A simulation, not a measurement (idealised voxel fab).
process module | voxel gate over fins
cross-section cut | 280 nm wide | cells 5 nm
A cross-section is a grid of square cells, given in bands from the top down. A band is one or more rows of cells.
Each band's line starts with the height of the band's top and of its bottom, in nm. Then come its materials from left to right, each with its width in nm. One material with "throughout" fills the band from edge to edge. "air" is empty space.
Height 0 is the level under which the wafer as received is all one material. The lowest band goes on downwards, as in "0 down".
A width such as "30 to 40" changes by the same amount from each row of cells to the next, from the band's top row to its bottom row.
"no change" after a step means that no cell of the cross-section changed.
closed voids: empty space of 8 cells or more with no open way to the top, each as width x height at its distance from the left edge, in nm
after a step's settings: what the simulator itself notes on the step
overlay nm, on a step with a mask: how far to the right of its planned place the mask lay; to the left if negative
Each pair below shows a cross-section before one step and the cross-section after it, down to the lowest band that changed. The line under each pair gives the step between them, with its settings. The pairs can come from different runs of this module on the same starting wafer, so a pair continues from the pair above only where its "before" says so.
before
  5 to 0: HfO2 115 | air 5 | HfO2 40 | air 5 | HfO2 115
  0 to -10: Si 110 | HfO2 5 | air 5 | HfO2 5 | Si 30 | HfO2 5 | air 5 | HfO2 5 | Si 110
  -10 to -15: Si 110 | HfO2 15 | Si 30 | HfO2 15 | Si 110
  -15 to -35: Si 110 | SiO2 15 | Si 30 | SiO2 15 | Si 110
  -35 down: Si throughout
  closed voids: none
after
  10 to 5: TiN throughout
  5 to 0: HfO2 115 | TiN 5 | HfO2 40 | TiN 5 | HfO2 115
  0 to -10: Si 110 | HfO2 5 | TiN 5 | HfO2 5 | Si 30 | HfO2 5 | TiN 5 | HfO2 5 | Si 110
  below -10: unchanged
  closed voids: none
the step between: op CONFORMAL_DEP | material TiN | thk nm 5
before: the cross-section after the pair above
after
  15 to 10: TiAl throughout
  below 10: unchanged
  closed voids: none
the step between: op CONFORMAL_DEP | material TiAl | thk nm 5
before: the cross-section after the pair above
after
  20 to 15: TiN throughout
  below 15: unchanged
  closed voids: none
the step between: op CONFORMAL_DEP | material TiN | thk nm 5
before: the cross-section after the pair above
after
  30 to 20: W throughout
  below 20: unchanged
  closed voids: none
the step between: op FILL_DEP | material W | thk nm 10
before: the cross-section after the pair above
after
  25 to 20: W throughout
  below 20: unchanged
  closed voids: none
the step between: op CMP | height nm 25
before: the cross-section after the pair above
after
  35 to 25: SiN throughout
  below 25: unchanged
  closed voids: none
the step between: op CONFORMAL_DEP | material SiN | thk nm 10
